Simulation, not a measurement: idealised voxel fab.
Herein follows the process module entitled voxel double patterning.
Square cell edge 5 nm, section width 260 nm, ID cut.
Bands, listed from the top down, are how a cross-section gets written in this document; the cross-section itself is a grid of square cells, and a band is one or more rows of them.
Each band's line starts with the height of the band's top and of its bottom, in nm. Then come its materials from left to right, each with its width in nm. One material with "edge to edge" fills the band from edge to edge. "air" is empty space.
For the purposes of this specification, 0 denotes the height below which the wafer in its as-received condition is composed wholly of one material, and the lowermost band, lacking a lower limit, extends downward without end, as expressed in "z 0 and below".
A width such as "30 to 40" changes by the same amount from each row of cells to the next, from the band's top row to its bottom row.
Reading "no alterations made" for a step: not a cell of the cross-section changed in it.
Look at "Completely sealed voids" for the closed voids: empty spaces with no open path to the top, sized 8 cells or up. Each is width x height at distance, distance from the left edge, all nm.
It should be noted that, on the line of a given step, the content following the step's settings is a remark produced by the simulator itself with respect to that step.
Among the settings permitted on a step's line is "overlay nm"; applied to a step with a mask, it specifies the extent to which the mask lay to the right of its planned position, whereas a negative figure signifies a position to the left.
**The steps planned for the process are as follows**
1 RECEIVE with material Si
2 CONFORMAL_DEP with material SiO2, thk nm 5
3 DIRECTIONAL_DEP with material polySi, thk nm 20
4 DIRECTIONAL_DEP with material SiN, thk nm 5
5 PATTERN with tone open, mask id FIRST, material resist, width nm 15, pitch nm 50, thk nm 20, overlay nm 0
6 DIRECTIONAL_ETCH with etch materials SiN, depth nm 5
7 STRIP with etch materials resist
8 MASKED_ETCH with tone open, mask id SECOND, width nm 15, pitch nm 50, etch materials SiN, depth nm 5, overlay nm 0
9 DIRECTIONAL_ETCH with etch materials polySi, depth nm 20
10 STRIP with etch materials SiN
**Wafer as received: cross-section following step 1**
  z 0 and below = Si edge to edge
  Completely sealed voids: none
**first wafer at the end, as planned**
  z 25 to 5 = polySi 70 nm, then air 15 nm, then polySi 10 nm, then air 15 nm, then polySi 10 nm, then air 15 nm, then polySi 10 nm, then air 15 nm, then polySi 10 nm, then air 15 nm, then polySi 75 nm
  z 5 to 0 = SiO2 edge to edge
  z 0 and below = Si edge to edge
  Completely sealed voids: none
**Module end: cross-section of wafer two of two. Same start and process plan as the first wafer. One mistake during execution**
  z 25 to 5 = polySi 70 nm, then air 15 nm, then polySi 5 nm, then air 25 nm, then polySi 5 nm, then air 15 nm, then polySi 5 nm, then air 25 nm, then polySi 5 nm, then air 15 nm, then polySi 75 nm
  z 5 to 0 = SiO2 edge to edge
  z 0 and below = Si edge to edge
  Completely sealed voids: none
It is concluded that the wafer was processed incorrectly with respect to the plan, in that it should be noted that step 8 was executed with settings other than those planned, the operation and settings actually applied being MASKED_ETCH with tone open, mask id SECOND, width nm 25, pitch nm 50, etch materials SiN, depth nm 5, overlay nm 0
Wafer comparison, final, in cells, second relative to first, materials more or fewer: polySi -16
